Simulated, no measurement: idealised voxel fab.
The following process module bears the name voxel double patterning.
In the cross-section labelled cut, the width is 260 nm and each square cell is 5 nm.
Cross-sections here: square-cell grids, written as top-down lists of bands, a band being one or more rows of cells. Band: top and bottom heights (nm) first, top before bottom; then materials from left to right, widths in nm. "throughout" marks a sole material filling the band edge to edge. "blank" denotes empty space. Height reference: 0 = level under which incoming wafer is all one material. Lowest band: no bottom, runs on downward, e.g. "0 -> down". The notation "30 to 40" denotes a width that varies across the rows of cells in the band, beginning at the first number in the top row, finishing at the second number in the bottom row, and changing by an identical amount from each row to the next. "identical to before" after a step means that no cell of the cross-section changed. Reported under the label "Fully closed voids" are the empty spaces having no open way to the top and comprising 8 cells or more; the notation for each is width x height at distance, in which the distance is measured from the left edge and all three values are in nm. What comes after the settings on a step's line is commentary from the simulator itself on that step. overlay nm: how far to the right of its planned place the mask lay on this masked step (negative: to the left).
## The planned process steps are enumerated hereunder
1,RECEIVE, material Si
2,CONFORMAL_DEP, material SiN, thk nm 10
3,DIRECTIONAL_DEP, material SiO2, thk nm 15
4,DIRECTIONAL_DEP, material SiCN, thk nm 10
5,PATTERN, tone open, mask id FIRST, material resist, width nm 15, pitch nm 50, thk nm 15, overlay nm 0
6,DIRECTIONAL_ETCH, etch materials SiCN, depth nm 10
7,STRIP, etch materials resist
8,DIRECTIONAL_DEP, material aC, thk nm 15
9,PATTERN, tone open, mask id SECOND, material resist, width nm 15, thk nm 35, overlay nm 0
10,DIRECTIONAL_ETCH, etch materials aC, depth nm 15
11,STRIP, etch materials resist
12,DIRECTIONAL_ETCH, etch materials SiCN, depth nm 10
13,STRIP, etch materials aC
14,DIRECTIONAL_ETCH, etch materials SiO2, depth nm 15
15,STRIP, etch materials SiCN
## Cross-section, incoming material, after step 1
* 0 -> down | Si throughout
* Fully closed voids: none
## The cross-section shown corresponds to the wafer at the conclusion of the module. The initial structure and the process plan are those presented above; however, one mistake occurred in executing the plan
* 25 -> 10 | SiO2 90 nm; blank 25 nm; SiO2 5 nm; blank 15 nm; SiO2 5 nm; blank 25 nm; SiO2 95 nm
* 10 -> 0 | SiN throughout
* 0 -> down | Si throughout
* Fully closed voids: none
The mistake made against the process plan was this: step 5 did not use the planned setting and instead ran as PATTERN, tone open, mask id FIRST, material resist, width nm 25, pitch nm 50, thk nm 15, overlay nm 0
